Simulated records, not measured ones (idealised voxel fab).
process module | voxel self aligned contacts
cross-section cut | 205 nm wide | cells 5 nm
A cross-section is a grid of square cells, given in bands from the top down. A band is one or more rows of cells.
Each band's line starts with the height of the band's top and of its bottom, in nm. Then come its materials from left to right, each with its width in nm. One material with "throughout" fills the band from edge to edge. "air" is empty space.
Height 0 is the level under which the wafer as received is all one material. The lowest band goes on downwards, as in "0 down".
A width such as "30 to 40" changes by the same amount from each row of cells to the next, from the band's top row to its bottom row.
"no change" after a step means that no cell of the cross-section changed.
closed voids: empty space of 8 cells or more with no open way to the top, each as width x height at its distance from the left edge, in nm
after a step's settings: what the simulator itself notes on the step
overlay nm, on a step with a mask: how far to the right of its planned place the mask lay; to the left if negative
plan
1 op RECEIVE | material Si
2 op CONFORMAL_DEP | material SiO2 | thk nm 5
3 op DIRECTIONAL_DEP | material polySi | thk nm 25
4 op DIRECTIONAL_DEP | material SiN | thk nm 20
5 op PATTERN | tone cover | mask id GATE | material resist | width nm 35 | pitch nm 70 | thk nm 15 | overlay nm 0
6 op DIRECTIONAL_ETCH | etch materials SiN | depth nm 20
7 op DIRECTIONAL_ETCH | etch materials polySi | depth nm 25
8 op STRIP | etch materials resist
9 op CONFORMAL_DEP | material SiN | thk nm 5
10 op DIRECTIONAL_ETCH | etch materials SiN | depth nm 5
11 op FILL_DEP | material SiO2 | thk nm 10
12 op CMP | height nm 55
13 op DIRECTIONAL_DEP | material aC | thk nm 10
14 op PATTERN | tone open | mask id CONTACT | material resist | width nm 55 | pitch nm 70 | thk nm 25 | overlay nm 0
15 op DIRECTIONAL_ETCH | etch materials aC | depth nm 10
16 op STRIP | etch materials resist
17 op DIRECTIONAL_ETCH | etch materials SiO2 | depth nm 55
18 op STRIP | etch materials aC
19 op CONFORMAL_DEP | material TiN | thk nm 5
20 op FILL_DEP | material Ru | thk nm 5
21 op CMP | height nm 55
22 op CONFORMAL_DEP | material SiN | thk nm 5
as received, after step 1
  0 down: Si throughout
  closed voids: none
a wafer at the end: this start, this plan, one mistake
  60 to 55: SiN throughout
  55 to 50: SiO2 40 | TiN 55 | SiO2 15 | TiN 55 | SiO2 40
  50 to 30: TiN throughout
  30 to 5: polySi throughout
  5 to 0: SiO2 throughout
  0 down: Si throughout
  closed voids: none
what went wrong: step 4 ran as: op DIRECTIONAL_DEP | material TiN | thk nm 20
